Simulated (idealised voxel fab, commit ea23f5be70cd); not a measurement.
process module | voxel ribs on slabs
cross-section cut | 235 nm wide | cells 5 nm
A cross-section is a grid of square cells, given in bands from the top down. A band is one or more rows of cells.
Each band's line starts with the height of the band's top and of its bottom, in nm. Then come its materials from left to right, each with its width in nm. One material with "throughout" fills the band from edge to edge. "air" is empty space.
Height 0 is the level under which the wafer as received is all one material. The lowest band goes on downwards, as in "0 down".
A width such as "30 to 40" changes by the same amount from each row of cells to the next, from the band's top row to its bottom row.
"no change" after a step means that no cell of the cross-section changed.
closed voids: empty space of 8 cells or more with no open way to the top, each as width x height at its distance from the left edge, in nm
after a step's settings: what the simulator itself notes on the step
overlay nm, on a step with a mask: how far to the right of its planned place the mask lay; to the left if negative
plan
1 op RECEIVE | material Si
2 op DIRECTIONAL_DEP | material SiO2 | thk nm 25
3 op DIRECTIONAL_DEP | material polySi | thk nm 25
4 op DIRECTIONAL_DEP | material aC | thk nm 10
5 op PATTERN | tone cover | mask id RIB | material resist | width nm 25 | thk nm 25 | overlay nm 0
6 op DIRECTIONAL_ETCH | etch materials aC | depth nm 10
7 op STRIP | etch materials resist
8 op DIRECTIONAL_ETCH | etch materials polySi | depth nm 10
9 op STRIP | etch materials aC
10 op DIRECTIONAL_DEP | material aC | thk nm 15
11 op PATTERN | tone cover | mask id SLAB | material resist | width nm 65 | thk nm 35 | overlay nm 0
12 op DIRECTIONAL_ETCH | etch materials aC | depth nm 15
13 op STRIP | etch materials resist
14 op DIRECTIONAL_ETCH | etch materials polySi | depth nm 15
15 op STRIP | etch materials aC
16 op FILL_DEP | material SiO2 | thk nm 30
17 op CMP | height nm 70
18 op DIRECTIONAL_DEP | material W | thk nm 5
19 op PATTERN | tone cover | mask id HEATER | material resist | width nm 35 | thk nm 15 | overlay nm 0
20 op DIRECTIONAL_ETCH | etch materials W | depth nm 5
21 op STRIP | etch materials resist
22 op CONFORMAL_DEP | material SiN | thk nm 5
as received, after step 1
  0 down: Si throughout
  closed voids: none
first wafer at the end, as planned
  80 to 75: air 95 | SiN 45 | air 95
  75 to 70: SiN 100 | W 35 | SiN 100
  70 to 50: SiO2 throughout
  50 to 40: SiO2 105 | polySi 25 | SiO2 105
  40 to 25: SiO2 85 | polySi 65 | SiO2 85
  25 to 0: SiO2 throughout
  0 down: Si throughout
  closed voids: none
second wafer at the end: like start, like plan, one mistake
  80 to 75: SiN 105 | air 25 | SiN 105
  75 to 70: W 100 | SiN 35 | W 100
  70 to 50: SiO2 throughout
  50 to 40: SiO2 105 | polySi 25 | SiO2 105
  40 to 25: SiO2 85 | polySi 65 | SiO2 85
  25 to 0: SiO2 throughout
  0 down: Si throughout
  closed voids: none
what went wrong: step 19 ran as: op PATTERN | tone open | mask id HEATER | material resist | width nm 35 | thk nm 15 | overlay nm 0
at the end the second wafer has, in cells: 33 more of W
